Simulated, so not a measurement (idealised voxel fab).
The process module presented herein is designated voxel ribs on slabs.
Displayed cross-section: cut, width of 280 nm, square cells sized 5 nm.
Format of a cross-section: grid, square cells. Given as bands. Order: top down. Band: one or more rows of cells. Read a band's entry like this: the first values are the height of its top and the height of its bottom in nm, and what follows is the sequence of materials from left to right, each with its width in nm. Note that "empty" is empty space, and that a single material marked "throughout" reaches across the band from edge to edge. Convention: height 0 is the level below which the wafer, as received, is all one material. The lowest band does not terminate at the bottom but continues downward, represented as "0 and below". Note: "30->40" means the width goes from the first number (top row of the band) to the second number (bottom row) in equal steps per row of cells. "nothing altered" after a step means that no cell of the cross-section changed. What "Non-vented voids" gives you is every empty space of 8 cells or more that is cut off from the top. Each appears as width x height at distance, with the distance taken from the left edge and width, height and distance all in nm. What comes after the settings on a step's line is commentary from the simulator itself on that step. For masked steps, "overlay nm" on the step line gives how far right of plan the mask actually lay; a minus sign means it lay to the left.
### Here's what the planned process steps look like
1) RECEIVE with material Si
2) DIRECTIONAL_DEP with material SiO2, thk nm 25
3) DIRECTIONAL_DEP with material SiN, thk nm 25
4) DIRECTIONAL_DEP with material aC, thk nm 15
5) PATTERN with tone cover, mask id RIB, material resist, width nm 20, thk nm 30, overlay nm 0
6) DIRECTIONAL_ETCH with etch materials aC, depth nm 15
7) STRIP with etch materials resist
8) DIRECTIONAL_ETCH with etch materials SiN, depth nm 15
9) STRIP with etch materials aC
10) PATTERN with tone cover, mask id SLAB, material resist, width nm 60, thk nm 20, overlay nm 0
11) DIRECTIONAL_ETCH with etch materials SiN, depth nm 10
12) STRIP with etch materials resist
13) FILL_DEP with material SiO2, thk nm 20
14) CMP with height nm 60
15) DIRECTIONAL_DEP with material TiN, thk nm 5
16) MASKED_ETCH with tone cover, mask id HEATER, width nm 40, etch materials TiN, depth nm 5, overlay nm 0
17) CONFORMAL_DEP with material SiN, thk nm 5
The value of width nm given for step 5 in the plan refers to the first wafer; the wafers vary in this setting and are alike at the start.
### Cut through the first of several wafers as received, post step 1
    0 and below: Si throughout
    Non-vented voids: none
### Shown in cross-section: the first of several wafers at the end of the module, after its last step, step 17
    70 down to 65: empty 115, then SiN 50, then empty 115
    65 down to 60: SiN 120, then TiN 40, then SiN 120
    60 down to 50: SiO2 throughout
    50 down to 35: SiO2 130, then SiN 20, then SiO2 130
    35 down to 25: SiO2 110, then SiN 60, then SiO2 110
    25 down to 0: SiO2 throughout
    0 and below: Si throughout
    Non-vented voids: none
### Cross-sectional view of the final wafer of several at the module's end
    70 down to 65: empty 115, then SiN 50, then empty 115
    65 down to 60: SiN 120, then TiN 40, then SiN 120
    60 down to 50: SiO2 throughout
    50 down to 35: SiO2 120, then SiN 45, then SiO2 115
    35 down to 25: SiO2 110, then SiN 60, then SiO2 110
    25 down to 0: SiO2 throughout
    0 and below: Si throughout
    Non-vented voids: none
### Each row below is a wafer at the end of the module, listing for every material the number of cells it has gained (+) or lost (-) since it was received, followed by its closed voids
width nm 20 | +94 SiN | +636 SiO2 | +8 TiN | Non-vented voids: none
width nm 25 | +97 SiN | +633 SiO2 | +8 TiN | Non-vented voids: none
width nm 30 | +100 SiN | +630 SiO2 | +8 TiN | Non-vented voids: none
width nm 35 | +103 SiN | +627 SiO2 | +8 TiN | Non-vented voids: none
width nm 40 | +106 SiN | +624 SiO2 | +8 TiN | Non-vented voids: none
width nm 45 | +109 SiN | +621 SiO2 | +8 TiN | Non-vented voids: none
